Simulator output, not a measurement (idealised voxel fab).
Name of the process module below: voxel lift off
Cross-sectional view cut (width: 295 nm; square cell size: 5 nm).
Each cross-section below is a grid of square cells, stated as bands in top-down order, with one or more rows of cells making up each band.
Read a band's entry like this: the first values are the height of its top and the height of its bottom in nm, and what follows is the sequence of materials from left to right, each with its width in nm. Note that "blank" is empty space, and that a single material marked "all across" reaches across the band from edge to edge.
Heights are measured from 0, the level below which the as-received wafer is all one material; the lowest band has no bottom and continues downward, written as in "0 -> down".
The two numbers in a width such as "30..40" mark its ends across the band: the first belongs to the top row of cells, the second to the bottom row, and from each row to the next the width moves by the same amount.
No cell of the cross-section changed in a step that is given as "nothing got changed".
"Fully sealed cavities" enumerates empty spaces isolated from the top, with no open way to it, that contain at least 8 cells, giving each as width x height at distance from the left edge, all three in nm.
after a step's settings: what the simulator itself notes on the step
overlay nm, on a step with a mask: how far to the right of its planned place the mask lay; to the left if negative
# These are the steps we planned for the process
step 1: op RECEIVE | material Si
step 2: op CONFORMAL_DEP | material SiN | thk nm 5
step 3: op PATTERN | tone open | mask id LINES | material resist | width nm 25 | pitch nm 55 | thk nm 30 | overlay nm 0
step 4: op DIRECTIONAL_DEP | material Ru | thk nm 15
step 5: op STRIP | etch materials resist
step 6: op CONFORMAL_DEP | material SiN | thk nm 5
Wafers differ in thk nm at step 6; plan lists the first wafer's value; identical starting state.
# Cross-section, first of several wafers, as delivered after step 1
	0 -> down | Si all across
	Fully sealed cavities: none
# The rows of the table below are wafers. Looking at the end of the module, a row counts, for every material, the cells the wafer has gained, shown as (+), or lost, shown as (-), since it was received; its closed voids come next
thk nm 5 | +60 Ru | +142 SiN | Fully sealed cavities: none
thk nm 10 | +60 Ru | +225 SiN | Fully sealed cavities: none
thk nm 15 | +60 Ru | +308 SiN | Fully sealed cavities: none
thk nm 20 | +60 Ru | +373 SiN | Fully sealed cavities: none
thk nm 25 | +60 Ru | +438 SiN | Fully sealed cavities: none
